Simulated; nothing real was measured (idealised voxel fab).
The document below concerns the process module designated voxel capacitor over wiring.
cross-section cut | 155 nm wide | cells 5 nm
We lay out every cross-section as a grid of square cells and spell it out in bands from the top down, where one band means one or more rows of cells. Heads up on the band format: heights come first, top then bottom, in nm. After that it's the materials left to right, each with its width in nm. A single material flagged "all across" fills the whole band edge to edge, and "blank" means there's empty space there. Beneath 0, the wafer as received is one material, and that level is where height counting begins. The lowest band goes on downward without a bottom; it is written like "top 0, no bottom". Think of "30..40" as a width that walks from the first number to the second as you go down the band, top row to bottom row, taking equal-sized steps from row to row. What does "nothing got changed" mean for a step? It means no cell of the cross-section changed in that step. Look at "Enclosed void entries" for the closed voids: empty spaces with no open path to the top, sized 8 cells or up. Each is width x height at distance, distance from the left edge, all nm. Where a step's line continues beyond its settings, the continuation is a remark by the simulator itself on that step. A step's line can hold "overlay nm"; with a mask on that step, the setting says how far right of the planned place the mask lay, while a negative setting says it lay to the left.

[The process steps that were planned are listed below]
1: RECEIVE,material Si
2: CONFORMAL_DEP,material SiO2,thk nm 10
3: CONFORMAL_DEP,material SiCN,thk nm 5
4: DIRECTIONAL_DEP,material SiO2,thk nm 15
5: DIRECTIONAL_DEP,material aC,thk nm 15
6: PATTERN,tone open,mask id METAL_1,material resist,width nm 20,pitch nm 80,thk nm 35,overlay nm 0
7: DIRECTIONAL_ETCH,etch materials aC,depth nm 15
8: STRIP,etch materials resist
9: DIRECTIONAL_ETCH,etch materials SiO2,depth nm 15
10: DIRECTIONAL_ETCH,etch materials SiCN,depth nm 5
11: STRIP,etch materials aC
12: CONFORMAL_DEP,material TiN,thk nm 5
13: FILL_DEP,material Ru,thk nm 5
14: CMP,height nm 30
15: EPI,material Ru,thk nm 5
16: FILL_DEP,material SiCN,thk nm 5
17: DIRECTIONAL_DEP,material lowk,thk nm 10
18: MASKED_ETCH,tone open,mask id PLUG_1,width nm 15,etch materials lowk,depth nm 10,overlay nm 0
19: MASKED_ETCH,tone open,mask id PLUG_1,width nm 15,etch materials SiCN,depth nm 5,overlay nm 0
20: CONFORMAL_DEP,material TiN,thk nm 5
21: FILL_DEP,material W,thk nm 5
22: CMP,height nm 50
23: DIRECTIONAL_DEP,material TiN,thk nm 5
24: DIRECTIONAL_DEP,material HfO2,thk nm 5
25: DIRECTIONAL_DEP,material TiN,thk nm 10
26: DIRECTIONAL_DEP,material aC,thk nm 15
27: PATTERN,tone cover,mask id UPPER_PLATE,material resist,width nm 65,thk nm 30,overlay nm 0
28: DIRECTIONAL_ETCH,etch materials aC,depth nm 15
29: STRIP,etch materials resist
30: DIRECTIONAL_ETCH,etch materials TiN,depth nm 10
31: DIRECTIONAL_ETCH,etch materials HfO2,depth nm 5
32: STRIP,etch materials aC
33: MASKED_ETCH,tone cover,mask id LOWER_PLATE,width nm 75,etch materials TiN,depth nm 5,overlay nm 0
34: FILL_DEP,material SiO2,thk nm 20
35: CMP,height nm 85
36: DIRECTIONAL_DEP,material aC,thk nm 15
37: PATTERN,tone open,mask id PLUG_2,material resist,width nm 15,thk nm 30,overlay nm 0
38: DIRECTIONAL_ETCH,etch materials aC,depth nm 15
39: STRIP,etch materials resist
40: DIRECTIONAL_ETCH,etch materials SiO2,depth nm 15
41: STRIP,etch materials aC
42: CONFORMAL_DEP,material TiN,thk nm 5
43: FILL_DEP,material Cu,thk nm 10
44: CMP,height nm 85
45: CONFORMAL_DEP,material SiN,thk nm 5

[Wafer at receipt (post step 1), cross-section]
- top 0, no bottom = Si all across
- Enclosed void entries: none

[Look at the cross-section after the module: the wafer started out the way shown above and the plan was the one shown above, yet one mistake was made along the way]
- top 90, bottom 85 = SiN all across
- top 85, bottom 75 = 40 of SiO2 / 5 of TiN / 5 of Cu / 5 of TiN / 100 of SiO2
- top 75, bottom 70 = 40 of SiO2 / 15 of TiN / 100 of SiO2
- top 70, bottom 60 = 30 of SiO2 / 65 of TiN / 60 of SiO2
- top 60, bottom 55 = 30 of SiO2 / 65 of HfO2 / 60 of SiO2
- top 55, bottom 50 = 25 of SiO2 / 75 of TiN / 55 of SiO2
- top 50, bottom 40 = 30 of lowk / 5 of TiN / 5 of W / 5 of TiN / 110 of lowk
- top 40, bottom 35 = 30 of SiCN / 15 of TiN / 110 of SiCN
- top 35, bottom 25 = Ru all across
- top 25, bottom 20 = 30 of TiN / 10 of Ru / 70 of TiN / 10 of Ru / 35 of TiN
- top 20, bottom 5 = 25 of SiO2 / 5 of TiN / 10 of Ru / 5 of TiN / 60 of SiO2 / 5 of TiN / 10 of Ru / 5 of TiN / 30 of SiO2
- top 5, bottom 0 = 25 of SiCN / 20 of TiN / 60 of SiCN / 20 of TiN / 30 of SiCN
- top 0, no bottom = Si all across
- Enclosed void entries: none
Against the plan, the run slipped here: the run left out plan step 2 entirely, so it was never executed
